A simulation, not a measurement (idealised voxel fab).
Module name: voxel wiring stack (process module)
FYI the section here is cut, 300 nm wide, cells are 5 nm squares.
Cross-section format: a grid of square cells, given as bands from top to bottom; each band is one or more rows of cells. Band: top height; bottom height; in nm. Then, left to right: material with width in nm, for each material. "full width": a single material spanning edge to edge. "empty": empty space. A quick word on heights: they are counted from 0, and under that level the wafer as it came to us is one material throughout. The lowest band is different from the rest in having no bottom; it simply continues downward, written as in "0..down". A width such as "30 to 40" changes by the same amount from each row of cells to the next, from the band's top row to its bottom row. Step marked "all unchanged"? Then no cell in the cross-section changed in it. Enclosed voids (no open way to top), threshold 8 cells or more, entry "Sealed void list", notation width x height at distance, distance from left edge, nm. Post-settings text on a step line: simulator's own remark regarding the step. Steps that use a mask can have "overlay nm" on their line. It says how far the mask sat to the right of where it was meant to be. Negative means to the left.

Listed below are the process steps as planned
step 1: RECEIVE | material Si
step 2: CONFORMAL_DEP | material SiO2 | thk nm 15
step 3: CONFORMAL_DEP | material SiN | thk nm 5
step 4: DIRECTIONAL_DEP | material lowk | thk nm 25
step 5: DIRECTIONAL_DEP | material aC | thk nm 10
step 6: PATTERN | tone open | mask id METAL_1 | material resist | width nm 30 | pitch nm 55 | thk nm 30 | overlay nm 0
step 7: DIRECTIONAL_ETCH | etch materials aC | depth nm 10
step 8: STRIP | etch materials resist
step 9: DIRECTIONAL_ETCH | etch materials lowk | depth nm 25
step 10: DIRECTIONAL_ETCH | etch materials SiN | depth nm 5
step 11: STRIP | etch materials aC
step 12: CONFORMAL_DEP | material TiN | thk nm 5
step 13: FILL_DEP | material Cu | thk nm 5
step 14: CMP | height nm 45
step 15: CONFORMAL_DEP | material SiCN | thk nm 5
step 16: DIRECTIONAL_DEP | material lowk | thk nm 15
step 17: MASKED_ETCH | tone open | mask id PLUG_1 | width nm 15 | pitch nm 55 | etch materials lowk | depth nm 15 | overlay nm 0
step 18: MASKED_ETCH | tone open | mask id PLUG_1 | width nm 15 | pitch nm 55 | etch materials SiCN | depth nm 5 | overlay nm 0
step 19: EPI | material Ru | thk nm 10
step 20: EPI | material Ru | thk nm 10
step 21: DIRECTIONAL_DEP | material TiN | thk nm 5
step 22: DIRECTIONAL_DEP | material Ru | thk nm 15
step 23: DIRECTIONAL_DEP | material aC | thk nm 15
step 24: PATTERN | tone cover | mask id METAL_2 | material resist | width nm 30 | pitch nm 55 | thk nm 35 | overlay nm 0
step 25: DIRECTIONAL_ETCH | etch materials aC | depth nm 15
step 26: STRIP | etch materials resist
step 27: DIRECTIONAL_ETCH | etch materials Ru | depth nm 15
step 28: DIRECTIONAL_ETCH | etch materials TiN | depth nm 5
step 29: STRIP | etch materials aC
step 30: CONFORMAL_DEP | material SiCN | thk nm 5
step 31: FILL_DEP | material SiO2 | thk nm 5
step 32: CMP | height nm 85
step 33: CONFORMAL_DEP | material SiCN | thk nm 5
step 34: DIRECTIONAL_DEP | material SiO2 | thk nm 20
step 35: PATTERN | tone open | mask id PLUG_2 | material resist | width nm 15 | pitch nm 55 | thk nm 15 | overlay nm 0
step 36: DIRECTIONAL_ETCH | etch materials SiO2 | depth nm 20
step 37: DIRECTIONAL_ETCH | etch materials SiCN | depth nm 5
step 38: STRIP | etch materials resist
step 39: CONFORMAL_DEP | material TiN | thk nm 5
step 40: FILL_DEP | material Ru | thk nm 10
step 41: CMP | height nm 110
step 42: CONFORMAL_DEP | material SiCN | thk nm 5
step 43: DIRECTIONAL_DEP | material lowk | thk nm 20
step 44: PATTERN | tone open | mask id METAL_3 | material resist | width nm 30 | pitch nm 55 | thk nm 15 | overlay nm 0
step 45: DIRECTIONAL_ETCH | etch materials lowk | depth nm 20
step 46: DIRECTIONAL_ETCH | etch materials SiCN | depth nm 5
step 47: STRIP | etch materials resist
step 48: CONFORMAL_DEP | material TiN | thk nm 5
step 49: FILL_DEP | material Ru | thk nm 5
step 50: CMP | height nm 135
step 51: CONFORMAL_DEP | material SiCN | thk nm 5
step 52: DIRECTIONAL_DEP | material SiO2 | thk nm 20
step 53: DIRECTIONAL_DEP | material aC | thk nm 10
step 54: PATTERN | tone open | mask id PLUG_3 | material resist | width nm 15 | pitch nm 55 | thk nm 25 | overlay nm 0
step 55: DIRECTIONAL_ETCH | etch materials aC | depth nm 10
step 56: STRIP | etch materials resist
step 57: DIRECTIONAL_ETCH | etch materials SiO2 | depth nm 20
step 58: DIRECTIONAL_ETCH | etch materials SiCN | depth nm 5
step 59: STRIP | etch materials aC
step 60: CONFORMAL_DEP | material TiN | thk nm 5
step 61: FILL_DEP | material W | thk nm 5
step 62: CMP | height nm 160
step 63: CONFORMAL_DEP | material SiCN | thk nm 5
step 64: DIRECTIONAL_DEP | material SiO2 | thk nm 15
step 65: MASKED_ETCH | tone open | mask id METAL_4 | width nm 30 | pitch nm 55 | etch materials SiO2 | depth nm 15 | overlay nm 0
step 66: MASKED_ETCH | tone open | mask id METAL_4 | width nm 30 | pitch nm 55 | etch materials SiCN | depth nm 5 | overlay nm 0
step 67: CONFORMAL_DEP | material TiN | thk nm 5
step 68: FILL_DEP | material Ru | thk nm 5
step 69: CMP | height nm 180
step 70: EPI | material Ru | thk nm 5
step 71: FILL_DEP | material SiCN | thk nm 5

Shown in cross-section is the wafer as received, that is, as it stands after step 1
0..down = Si full width
Sealed void list: none

Final wafer profile in cross-section after the module, from the same start and plan as above, with one mistake made during processing
190..185 = SiCN full width
185..180 = 75 SiCN; 45 Ru; 10 SiCN; 45 Ru; 10 SiCN; 45 Ru; 70 SiCN
180..170 = 80 SiO2; 5 TiN; 25 Ru; 5 TiN; 20 SiO2; 5 TiN; 25 Ru; 5 TiN; 20 SiO2; 5 TiN; 25 Ru; 5 TiN; 75 SiO2
170..165 = 80 SiO2; 5 TiN; 20 Ru; 10 TiN; 20 SiO2; 5 TiN; 20 Ru; 10 TiN; 20 SiO2; 5 TiN; 20 Ru; 10 TiN; 75 SiO2
165..160 = 80 SiCN; 30 TiN; 25 SiCN; 30 TiN; 25 SiCN; 30 TiN; 80 SiCN
160..140 = 80 SiO2; 5 TiN; 5 W; 5 TiN; 40 SiO2; 5 TiN; 5 W; 5 TiN; 40 SiO2; 5 TiN; 5 W; 5 TiN; 95 SiO2
140..135 = 80 SiCN; 15 TiN; 40 SiCN; 15 TiN; 40 SiCN; 15 TiN; 95 SiCN
135..115 = 80 lowk; 5 TiN; 20 Ru; 5 TiN; 25 lowk; 5 TiN; 20 Ru; 5 TiN; 25 lowk; 5 TiN; 20 Ru; 5 TiN; 80 lowk
115..110 = 80 SiCN; 30 TiN; 25 SiCN; 30 TiN; 25 SiCN; 30 TiN; 80 SiCN
110..90 = 80 SiO2; 5 TiN; 5 Ru; 5 TiN; 40 SiO2; 5 TiN; 5 Ru; 5 TiN; 40 SiO2; 5 TiN; 5 Ru; 5 TiN; 95 SiO2
90..85 = 80 SiCN; 15 TiN; 40 SiCN; 15 TiN; 40 SiCN; 15 TiN; 95 SiCN
85..70 = 75 SiO2; 5 SiCN; 30 Ru; 5 SiCN; 15 SiO2; 5 SiCN; 30 Ru; 5 SiCN; 15 SiO2; 5 SiCN; 30 Ru; 5 SiCN; 75 SiO2
70..65 = 80 SiCN; 30 TiN; 25 SiCN; 30 TiN; 25 SiCN; 30 TiN; 80 SiCN
65..50 = 80 lowk; 15 Ru; 40 lowk; 15 Ru; 40 lowk; 15 Ru; 95 lowk
50..45 = 80 SiCN; 15 Ru; 40 SiCN; 15 Ru; 40 SiCN; 15 Ru; 95 SiCN
45..20 = 80 lowk; 5 TiN; 20 Cu; 5 TiN; 25 lowk; 5 TiN; 20 Cu; 5 TiN; 25 lowk; 5 TiN; 20 Cu; 5 TiN; 80 lowk
20..15 = 80 SiN; 30 TiN; 25 SiN; 30 TiN; 25 SiN; 30 TiN; 80 SiN
15..0 = SiO2 full width
0..down = Si full width
Sealed void list: none
It is concluded that the wafer was processed incorrectly with respect to the plan, in that step 65 was processed under conditions differing from the plan, specifically as MASKED_ETCH | tone open | mask id METAL_4 | width nm 35 | pitch nm 55 | etch materials SiO2 | depth nm 15 | overlay nm 0
